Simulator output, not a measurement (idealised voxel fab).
process module | voxel self aligned contacts
cross-section cut | 290 nm wide | cells 5 nm
A cross-section is a grid of square cells, given in bands from the top down. A band is one or more rows of cells.
Each band's line starts with the height of the band's top and of its bottom, in nm. Then come its materials from left to right, each with its width in nm. One material with "throughout" fills the band from edge to edge. "air" is empty space.
Height 0 is the level under which the wafer as received is all one material. The lowest band goes on downwards, as in "0 down".
A width such as "30 to 40" changes by the same amount from each row of cells to the next, from the band's top row to its bottom row.
"no change" after a step means that no cell of the cross-section changed.
closed voids: empty space of 8 cells or more with no open way to the top, each as width x height at its distance from the left edge, in nm
after a step's settings: what the simulator itself notes on the step
overlay nm, on a step with a mask: how far to the right of its planned place the mask lay; to the left if negative
plan
1 op RECEIVE | material Si
2 op CONFORMAL_DEP | material SiO2 | thk nm 5
3 op DIRECTIONAL_DEP | material polySi | thk nm 20
4 op DIRECTIONAL_DEP | material SiN | thk nm 25
5 op DIRECTIONAL_DEP | material aC | thk nm 15
6 op PATTERN | tone cover | mask id GATE | material resist | width nm 30 | pitch nm 65 | thk nm 35 | overlay nm 0
7 op DIRECTIONAL_ETCH | etch materials aC | depth nm 15
8 op STRIP | etch materials resist
9 op DIRECTIONAL_ETCH | etch materials SiN | depth nm 25
10 op DIRECTIONAL_ETCH | etch materials polySi | depth nm 20
11 op STRIP | etch materials aC
12 op CONFORMAL_DEP | material SiN | thk nm 10
13 op DIRECTIONAL_ETCH | etch materials SiN | depth nm 10
14 op FILL_DEP | material SiO2 | thk nm 15
15 op CMP | height nm 60
16 op DIRECTIONAL_DEP | material aC | thk nm 10
17 op PATTERN | tone open | mask id CONTACT | material resist | width nm 45 | pitch nm 65 | thk nm 25 | overlay nm 0
18 op DIRECTIONAL_ETCH | etch materials aC | depth nm 10
19 op STRIP | etch materials resist
20 op DIRECTIONAL_ETCH | etch materials SiO2 | depth nm 60
21 op STRIP | etch materials aC
22 op CONFORMAL_DEP | material TiN | thk nm 5
23 op FILL_DEP | material Ru | thk nm 10
24 op CMP | height nm 60
25 op CONFORMAL_DEP | material SiN | thk nm 5
as received, after step 1
  0 down: Si throughout
  closed voids: none
first wafer at the end, as planned
  65 to 60: SiN throughout
  60 to 50: SiO2 90 | TiN 5 to 20 | Ru 35 to 5 | TiN 5 to 20 | SiO2 20 | TiN 5 to 20 | Ru 35 to 5 | TiN 5 to 20 | SiO2 90
  50 to 25: SiO2 55 | SiN 50 | TiN 5 | Ru 5 | TiN 5 | SiN 50 | TiN 5 | Ru 5 | TiN 5 | SiN 50 | SiO2 55
  25 to 5: SiO2 55 | SiN 10 | polySi 30 | SiN 10 | TiN 5 | Ru 5 | TiN 5 | SiN 10 | polySi 30 | SiN 10 | TiN 5 | Ru 5 | TiN 5 | SiN 10 | polySi 30 | SiN 10 | SiO2 55
  5 to 0: SiO2 105 | TiN 15 | SiO2 50 | TiN 15 | SiO2 105
  0 down: Si throughout
  closed voids: none
second wafer at the end: like start, like plan, one mistake
  65 to 60: SiN throughout
  60 to 45: SiO2 55 | SiN 50 | TiN 5 | Ru 5 | TiN 5 | SiN 50 | TiN 5 | Ru 5 | TiN 5 | SiN 50 | SiO2 55
  45 to 30: SiO2 55 | SiN 10 | polySi 30 | SiN 10 | TiN 5 | Ru 5 | TiN 5 | SiN 10 | polySi 30 | SiN 10 | TiN 5 | Ru 5 | TiN 5 | SiN 10 | polySi 30 | SiN 10 | SiO2 55
  30 to 25: SiO2 55 | SiN 10 | polySi 30 | SiN 10 | TiN 15 | SiN 10 | polySi 30 | SiN 10 | TiN 15 | SiN 10 | polySi 30 | SiN 10 | SiO2 55
  25 to 5: polySi throughout
  5 to 0: SiO2 throughout
  0 down: Si throughout
  closed voids: none
what went wrong: step 3 was run twice
at the end the second wafer has, in cells: 22 fewer of Ru | 60 fewer of SiN | 118 fewer of SiO2 | 32 fewer of TiN | 232 more of polySi
